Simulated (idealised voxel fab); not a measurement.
Process module name: voxel wiring stack
Each square cell in cross-section cut measures 5 nm, and the section as a whole is 170 nm wide.
A cross-section in this document is a grid of square cells, and it is written down as bands, the top band listed before the ones below it; a band is made up of one or more rows of cells. Heads up on the band format: heights come first, top then bottom, in nm. After that it's the materials left to right, each with its width in nm. A single material flagged "edge to edge" fills the whole band edge to edge, and "empty" means there's empty space there. Height is counted from the level 0, under which the received wafer is composed throughout of one material. The lowest of the bands is not closed at the bottom but continues downward, in the notation "0 -> down". Width: "30..40" (first number = top row, second number = bottom row, same change from row to row of cells). Key: "no change" - step with no changed cell in the cross-section. The label "Sealed voids" introduces a list of the empty spaces, 8 cells or larger, that have no open way up to the top; each entry in it reads width x height at distance, where the distance is taken from the left edge and all three are stated in nm. If you see something after the settings on a step's line, that's the simulator's own remark about that step. On any step carrying a mask, the "overlay nm" setting, if present on the step's line, tells how far right of its planned place the mask lay; negative values point to the left.
So here's the lineup of process steps we planned
1: RECEIVE: material Si
2: CONFORMAL_DEP: material SiO2, thk nm 10
3: DIRECTIONAL_DEP: material TiN, thk nm 5
4: DIRECTIONAL_DEP: material W, thk nm 20
5: PATTERN: tone cover, mask id METAL_1, material resist, width nm 20, pitch nm 35, thk nm 15, overlay nm 0
6: DIRECTIONAL_ETCH: etch materials W, depth nm 20
7: DIRECTIONAL_ETCH: etch materials TiN, depth nm 5
8: STRIP: etch materials resist
9: CONFORMAL_DEP: material SiN, thk nm 5
10: FILL_DEP: material lowk, thk nm 10
11: CMP: height nm 35
12: CONFORMAL_DEP: material SiCN, thk nm 5
13: DIRECTIONAL_DEP: material SiO2, thk nm 10
14: DIRECTIONAL_DEP: material aC, thk nm 10
15: PATTERN: tone open, mask id PLUG_1, material resist, width nm 15, pitch nm 35, thk nm 25, overlay nm 0
16: DIRECTIONAL_ETCH: etch materials aC, depth nm 10
17: STRIP: etch materials resist
18: DIRECTIONAL_ETCH: etch materials SiO2, depth nm 10
19: DIRECTIONAL_ETCH: etch materials SiCN, depth nm 5
20: STRIP: etch materials aC
21: CONFORMAL_DEP: material TiN, thk nm 5
22: FILL_DEP: material Ru, thk nm 5
23: CMP: height nm 50
24: DIRECTIONAL_DEP: material TiN, thk nm 5
25: DIRECTIONAL_DEP: material Ru, thk nm 15
26: MASKED_ETCH: tone cover, mask id METAL_2, width nm 20, pitch nm 35, etch materials Ru, depth nm 15, overlay nm 0
27: MASKED_ETCH: tone cover, mask id METAL_2, width nm 20, pitch nm 35, etch materials TiN, depth nm 5, overlay nm 0
28: FILL_DEP: material SiO2, thk nm 5
29: CMP: height nm 70
30: CONFORMAL_DEP: material SiCN, thk nm 5
31: DIRECTIONAL_DEP: material SiO2, thk nm 20
32: DIRECTIONAL_DEP: material aC, thk nm 15
33: PATTERN: tone open, mask id PLUG_2, material resist, width nm 15, pitch nm 35, thk nm 35, overlay nm 0
34: DIRECTIONAL_ETCH: etch materials aC, depth nm 15
35: STRIP: etch materials resist
36: DIRECTIONAL_ETCH: etch materials SiO2, depth nm 20
37: DIRECTIONAL_ETCH: etch materials SiCN, depth nm 5
38: STRIP: etch materials aC
39: CONFORMAL_DEP: material TiN, thk nm 5
40: FILL_DEP: material Ru, thk nm 5
41: CMP: height nm 95
42: DIRECTIONAL_DEP: material TiN, thk nm 5
43: DIRECTIONAL_DEP: material W, thk nm 15
44: MASKED_ETCH: tone cover, mask id METAL_3, width nm 20, pitch nm 35, etch materials W, depth nm 15, overlay nm 0
45: MASKED_ETCH: tone cover, mask id METAL_3, width nm 20, pitch nm 35, etch materials TiN, depth nm 5, overlay nm 0
46: FILL_DEP: material SiO2, thk nm 10
47: CMP: height nm 115
48: CONFORMAL_DEP: material SiN, thk nm 5
First of two wafers, processed according to plan
Cross-section of the wafer at receipt, which is the condition after step 1
- 0 -> down | Si edge to edge
- Sealed voids: none
Upon completion of step 2, the wafer appears in cross-section as shown
- 10 -> 0 | SiO2 edge to edge
- Whatever lies below 0 is exactly as it was before.
Upon completion of step 3, the wafer appears in cross-section as shown
- 15 -> 10 | TiN edge to edge
- Whatever lies below 10 is exactly as it was before.
Upon completion of step 4, the wafer appears in cross-section as shown
- 35 -> 15 | W edge to edge
- Whatever lies below 15 is exactly as it was before.
Upon completion of step 5, the wafer appears in cross-section as shown
- 50 -> 35 | empty=55; resist=20; empty=15; resist=20; empty=60
- Whatever lies below 35 is exactly as it was before.
Upon completion of step 6, the wafer appears in cross-section as shown
- 50 -> 35 | empty=55; resist=20; empty=15; resist=20; empty=60
- 35 -> 15 | empty=55; W=20; empty=15; W=20; empty=60
- Whatever lies below 15 is exactly as it was before.
Upon completion of step 7, the wafer appears in cross-section as shown
- 50 -> 35 | empty=55; resist=20; empty=15; resist=20; empty=60
- 35 -> 15 | empty=55; W=20; empty=15; W=20; empty=60
- 15 -> 10 | empty=55; TiN=20; empty=15; TiN=20; empty=60
- Whatever lies below 10 is exactly as it was before.
Upon completion of step 8, the wafer appears in cross-section as shown
- 35 -> 15 | empty=55; W=20; empty=15; W=20; empty=60
- Whatever lies below 15 is exactly as it was before.
Upon completion of step 9, the wafer appears in cross-section as shown
- 40 -> 35 | empty=50; SiN=30; empty=5; SiN=30; empty=55
- 35 -> 15 | empty=50; SiN=5; W=20; SiN=5; empty=5; SiN=5; W=20; SiN=5; empty=55
- 15 -> 10 | SiN=55; TiN=20; SiN=15; TiN=20; SiN=60
- Whatever lies below 10 is exactly as it was before.
Upon completion of step 10, the wafer appears in cross-section as shown
- 50 -> 40 | lowk edge to edge
- 40 -> 35 | lowk=50; SiN=30; lowk=5; SiN=30; lowk=55
- 35 -> 15 | lowk=50; SiN=5; W=20; SiN=5; lowk=5; SiN=5; W=20; SiN=5; lowk=55
- Whatever lies below 15 is exactly as it was before.
Upon completion of step 11, the wafer appears in cross-section as shown
- 35 -> 15 | lowk=50; SiN=5; W=20; SiN=5; lowk=5; SiN=5; W=20; SiN=5; lowk=55
- Whatever lies below 15 is exactly as it was before.
Upon completion of step 12, the wafer appears in cross-section as shown
- 40 -> 35 | SiCN edge to edge
- Whatever lies below 35 is exactly as it was before.
Upon completion of step 13, the wafer appears in cross-section as shown
- 50 -> 40 | SiO2 edge to edge
- Whatever lies below 40 is exactly as it was before.
Upon completion of step 14, the wafer appears in cross-section as shown
- 60 -> 50 | aC edge to edge
- Whatever lies below 50 is exactly as it was before.
Upon completion of step 15, the wafer appears in cross-section as shown
- 85 -> 60 | resist=55; empty=15; resist=20; empty=15; resist=65
- Whatever lies below 60 is exactly as it was before.
Upon completion of step 16, the wafer appears in cross-section as shown
- 75 -> 60 | resist=55; empty=15; resist=20; empty=15; resist=65
- 60 -> 50 | aC=55; empty=15; aC=20; empty=15; aC=65
- Whatever lies below 50 is exactly as it was before.
Upon completion of step 17, the wafer appears in cross-section as shown
- 60 -> 50 | aC=55; empty=15; aC=20; empty=15; aC=65
- Whatever lies below 50 is exactly as it was before.
Upon completion of step 18, the wafer appears in cross-section as shown
- 60 -> 50 | aC=55; empty=15; aC=20; empty=15; aC=65
- 50 -> 40 | SiO2=55; empty=15; SiO2=20; empty=15; SiO2=65
- Whatever lies below 40 is exactly as it was before.
Upon completion of step 19, the wafer appears in cross-section as shown
- 60 -> 50 | aC=55; empty=15; aC=20; empty=15; aC=65
- 50 -> 40 | SiO2=55; empty=15; SiO2=20; empty=15; SiO2=65
- 40 -> 35 | SiCN=55; empty=15; SiCN=20; empty=15; SiCN=65
- Whatever lies below 35 is exactly as it was before.
Upon completion of step 20, the wafer appears in cross-section as shown
- 50 -> 40 | SiO2=55; empty=15; SiO2=20; empty=15; SiO2=65
- Whatever lies below 40 is exactly as it was before.
Upon completion of step 21, the wafer appears in cross-section as shown
- 55 -> 50 | TiN=60; empty=5; TiN=30; empty=5; TiN=70
- 50 -> 40 | SiO2=55; TiN=5; empty=5; TiN=5; SiO2=20; TiN=5; empty=5; TiN=5; SiO2=65
- 40 -> 35 | SiCN=55; TiN=15; SiCN=20; TiN=15; SiCN=65
- Whatever lies below 35 is exactly as it was before.
Upon completion of step 22, the wafer appears in cross-section as shown
- 60 -> 55 | Ru edge to edge
- 55 -> 50 | TiN=60; Ru=5; TiN=30; Ru=5; TiN=70
- 50 -> 40 | SiO2=55; TiN=5; Ru=5; TiN=5; SiO2=20; TiN=5; Ru=5; TiN=5; SiO2=65
- Whatever lies below 40 is exactly as it was before.
Upon completion of step 23, the wafer appears in cross-section as shown
- 50 -> 40 | SiO2=55; TiN=5; Ru=5; TiN=5; SiO2=20; TiN=5; Ru=5; TiN=5; SiO2=65
- Whatever lies below 40 is exactly as it was before.
Upon completion of step 24, the wafer appears in cross-section as shown
- 55 -> 50 | TiN edge to edge
- Whatever lies below 50 is exactly as it was before.
Upon completion of step 25, the wafer appears in cross-section as shown
- 70 -> 55 | Ru edge to edge
- Whatever lies below 55 is exactly as it was before.
Upon completion of step 26, the wafer appears in cross-section as shown
- 70 -> 55 | empty=55; Ru=20; empty=15; Ru=20; empty=60
- Whatever lies below 55 is exactly as it was before.
Upon completion of step 27, the wafer appears in cross-section as shown
- 70 -> 55 | empty=55; Ru=20; empty=15; Ru=20; empty=60
- 55 -> 50 | empty=55; TiN=20; empty=15; TiN=20; empty=60
- Whatever lies below 50 is exactly as it was before.
Upon completion of step 28, the wafer appears in cross-section as shown
- 75 -> 70 | SiO2 edge to edge
- 70 -> 55 | SiO2=55; Ru=20; SiO2=15; Ru=20; SiO2=60
- 55 -> 50 | SiO2=55; TiN=20; SiO2=15; TiN=20; SiO2=60
- Whatever lies below 50 is exactly as it was before.
Upon completion of step 29, the wafer appears in cross-section as shown
- 70 -> 55 | SiO2=55; Ru=20; SiO2=15; Ru=20; SiO2=60
- Whatever lies below 55 is exactly as it was before.
Upon completion of step 30, the wafer appears in cross-section as shown
- 75 -> 70 | SiCN edge to edge
- Whatever lies below 70 is exactly as it was before.
Upon completion of step 31, the wafer appears in cross-section as shown
- 95 -> 75 | SiO2 edge to edge
- Whatever lies below 75 is exactly as it was before.
Upon completion of step 32, the wafer appears in cross-section as shown
- 110 -> 95 | aC edge to edge
- Whatever lies below 95 is exactly as it was before.
Upon completion of step 33, the wafer appears in cross-section as shown
- 145 -> 110 | resist=55; empty=15; resist=20; empty=15; resist=65
- Whatever lies below 110 is exactly as it was before.
Upon completion of step 34, the wafer appears in cross-section as shown
- 130 -> 110 | resist=55; empty=15; resist=20; empty=15; resist=65
- 110 -> 95 | aC=55; empty=15; aC=20; empty=15; aC=65
- Whatever lies below 95 is exactly as it was before.
Upon completion of step 35, the wafer appears in cross-section as shown
- 110 -> 95 | aC=55; empty=15; aC=20; empty=15; aC=65
- Whatever lies below 95 is exactly as it was before.
Upon completion of step 36, the wafer appears in cross-section as shown
- 110 -> 95 | aC=55; empty=15; aC=20; empty=15; aC=65
- 95 -> 75 | SiO2=55; empty=15; SiO2=20; empty=15; SiO2=65
- Whatever lies below 75 is exactly as it was before.
Upon completion of step 37, the wafer appears in cross-section as shown
- 110 -> 95 | aC=55; empty=15; aC=20; empty=15; aC=65
- 95 -> 75 | SiO2=55; empty=15; SiO2=20; empty=15; SiO2=65
- 75 -> 70 | SiCN=55; empty=15; SiCN=20; empty=15; SiCN=65
- Whatever lies below 70 is exactly as it was before.
Upon completion of step 38, the wafer appears in cross-section as shown
- 95 -> 75 | SiO2=55; empty=15; SiO2=20; empty=15; SiO2=65
- Whatever lies below 75 is exactly as it was before.
Upon completion of step 39, the wafer appears in cross-section as shown
- 100 -> 95 | TiN=60; empty=5; TiN=30; empty=5; TiN=70
- 95 -> 75 | SiO2=55; TiN=5; empty=5; TiN=5; SiO2=20; TiN=5; empty=5; TiN=5; SiO2=65
- 75 -> 70 | SiCN=55; TiN=15; SiCN=20; TiN=15; SiCN=65
- Whatever lies below 70 is exactly as it was before.
Upon completion of step 40, the wafer appears in cross-section as shown
- 105 -> 100 | Ru edge to edge
- 100 -> 95 | TiN=60; Ru=5; TiN=30; Ru=5; TiN=70
- 95 -> 75 | SiO2=55; TiN=5; Ru=5; TiN=5; SiO2=20; TiN=5; Ru=5; TiN=5; SiO2=65
- Whatever lies below 75 is exactly as it was before.
Upon completion of step 41, the wafer appears in cross-section as shown
- 95 -> 75 | SiO2=55; TiN=5; Ru=5; TiN=5; SiO2=20; TiN=5; Ru=5; TiN=5; SiO2=65
- Whatever lies below 75 is exactly as it was before.
Upon completion of step 42, the wafer appears in cross-section as shown
- 100 -> 95 | TiN edge to edge
- Whatever lies below 95 is exactly as it was before.
Upon completion of step 43, the wafer appears in cross-section as shown
- 115 -> 100 | W edge to edge
- Whatever lies below 100 is exactly as it was before.
Upon completion of step 44, the wafer appears in cross-section as shown
- 115 -> 100 | empty=55; W=20; empty=15; W=20; empty=60
- Whatever lies below 100 is exactly as it was before.
Upon completion of step 45, the wafer appears in cross-section as shown
- 115 -> 100 | empty=55; W=20; empty=15; W=20; empty=60
- 100 -> 95 | empty=55; TiN=20; empty=15; TiN=20; empty=60
- Whatever lies below 95 is exactly as it was before.
Upon completion of step 46, the wafer appears in cross-section as shown
- 125 -> 115 | SiO2 edge to edge
- 115 -> 100 | SiO2=55; W=20; SiO2=15; W=20; SiO2=60
- 100 -> 95 | SiO2=55; TiN=20; SiO2=15; TiN=20; SiO2=60
- Whatever lies below 95 is exactly as it was before.
Upon completion of step 47, the wafer appears in cross-section as shown
- 115 -> 100 | SiO2=55; W=20; SiO2=15; W=20; SiO2=60
- Whatever lies below 100 is exactly as it was before.
Upon completion of step 48, the wafer appears in cross-section as shown
- 120 -> 115 | SiN edge to edge
- Whatever lies below 115 is exactly as it was before.
Second wafer - shared start and plan with the first - one error in running - same as the first up to step 28 inclusive
Second wafer profile in section, at the moment step 29 of the plan was meant to be complete
- 60 -> 55 | SiO2=55; Ru=20; SiO2=15; Ru=20; SiO2=60
- Whatever lies below 55 is exactly as it was before.
Second wafer profile in section, at the moment step 30 of the plan was meant to be complete
- 65 -> 60 | SiCN edge to edge
- Whatever lies below 60 is exactly as it was before.
Second wafer profile in section, at the moment step 31 of the plan was meant to be complete
- 85 -> 65 | SiO2 edge to edge
- Whatever lies below 65 is exactly as it was before.
Second wafer profile in section, at the moment step 32 of the plan was meant to be complete
- 100 -> 85 | aC edge to edge
- Whatever lies below 85 is exactly as it was before.
Second wafer profile in section, at the moment step 33 of the plan was meant to be complete
- 135 -> 100 | resist=55; empty=15; resist=20; empty=15; resist=65
- Whatever lies below 100 is exactly as it was before.
Second wafer profile in section, at the moment step 34 of the plan was meant to be complete
- 120 -> 100 | resist=55; empty=15; resist=20; empty=15; resist=65
- 100 -> 85 | aC=55; empty=15; aC=20; empty=15; aC=65
- Whatever lies below 85 is exactly as it was before.
Second wafer profile in section, at the moment step 35 of the plan was meant to be complete
- 100 -> 85 | aC=55; empty=15; aC=20; empty=15; aC=65
- Whatever lies below 85 is exactly as it was before.
Second wafer profile in section, at the moment step 36 of the plan was meant to be complete
- 100 -> 85 | aC=55; empty=15; aC=20; empty=15; aC=65
- 85 -> 65 | SiO2=55; empty=15; SiO2=20; empty=15; SiO2=65
- Whatever lies below 65 is exactly as it was before.
Second wafer profile in section, at the moment step 37 of the plan was meant to be complete
- 100 -> 85 | aC=55; empty=15; aC=20; empty=15; aC=65
- 85 -> 65 | SiO2=55; empty=15; SiO2=20; empty=15; SiO2=65
- 65 -> 60 | SiCN=55; empty=15; SiCN=20; empty=15; SiCN=65
- Whatever lies below 60 is exactly as it was before.
Second wafer profile in section, at the moment step 38 of the plan was meant to be complete
- 85 -> 65 | SiO2=55; empty=15; SiO2=20; empty=15; SiO2=65
- Whatever lies below 65 is exactly as it was before.
Second wafer profile in section, at the moment step 39 of the plan was meant to be complete
- 90 -> 85 | TiN=60; empty=5; TiN=30; empty=5; TiN=70
- 85 -> 65 | SiO2=55; TiN=5; empty=5; TiN=5; SiO2=20; TiN=5; empty=5; TiN=5; SiO2=65
- 65 -> 60 | SiCN=55; TiN=15; SiCN=20; TiN=15; SiCN=65
- Whatever lies below 60 is exactly as it was before.
Second wafer profile in section, at the moment step 40 of the plan was meant to be complete
- 95 -> 90 | Ru edge to edge
- 90 -> 85 | TiN=60; Ru=5; TiN=30; Ru=5; TiN=70
- 85 -> 65 | SiO2=55; TiN=5; Ru=5; TiN=5; SiO2=20; TiN=5; Ru=5; TiN=5; SiO2=65
- Whatever lies below 65 is exactly as it was before.
Second wafer profile in section, at the moment step 41 of the plan was meant to be complete: no change
Second wafer profile in section, at the moment step 42 of the plan was meant to be complete
- 100 -> 95 | TiN edge to edge
- Whatever lies below 95 is exactly as it was before.
Second wafer profile in section, at the moment step 43 of the plan was meant to be complete
- 115 -> 100 | W edge to edge
- Whatever lies below 100 is exactly as it was before.
Second wafer profile in section, at the moment step 44 of the plan was meant to be complete
- 115 -> 100 | empty=55; W=20; empty=15; W=20; empty=60
- Whatever lies below 100 is exactly as it was before.
Second wafer profile in section, at the moment step 45 of the plan was meant to be complete
- 115 -> 100 | empty=55; W=20; empty=15; W=20; empty=60
- 100 -> 95 | empty=55; TiN=20; empty=15; TiN=20; empty=60
- Whatever lies below 95 is exactly as it was before.
Second wafer profile in section, at the moment step 46 of the plan was meant to be complete
- 125 -> 115 | SiO2 edge to edge
- 115 -> 100 | SiO2=55; W=20; SiO2=15; W=20; SiO2=60
- 100 -> 95 | SiO2=55; TiN=20; SiO2=15; TiN=20; SiO2=60
- Whatever lies below 95 is exactly as it was before.
Second wafer profile in section, at the moment step 47 of the plan was meant to be complete
- 115 -> 100 | SiO2=55; W=20; SiO2=15; W=20; SiO2=60
- Whatever lies below 100 is exactly as it was before.
Second wafer profile in section, at the moment step 48 of the plan was meant to be complete
- 120 -> 115 | SiN edge to edge
- Whatever lies below 115 is exactly as it was before.
What was the processing mistake? the process deviated at step 29: the operation and settings actually run there were CMP: height nm 60
Final difference in cells, second wafer against first, listed per material as more or fewer: 20 more of Ru, 52 fewer of SiO2, 32 more of TiN
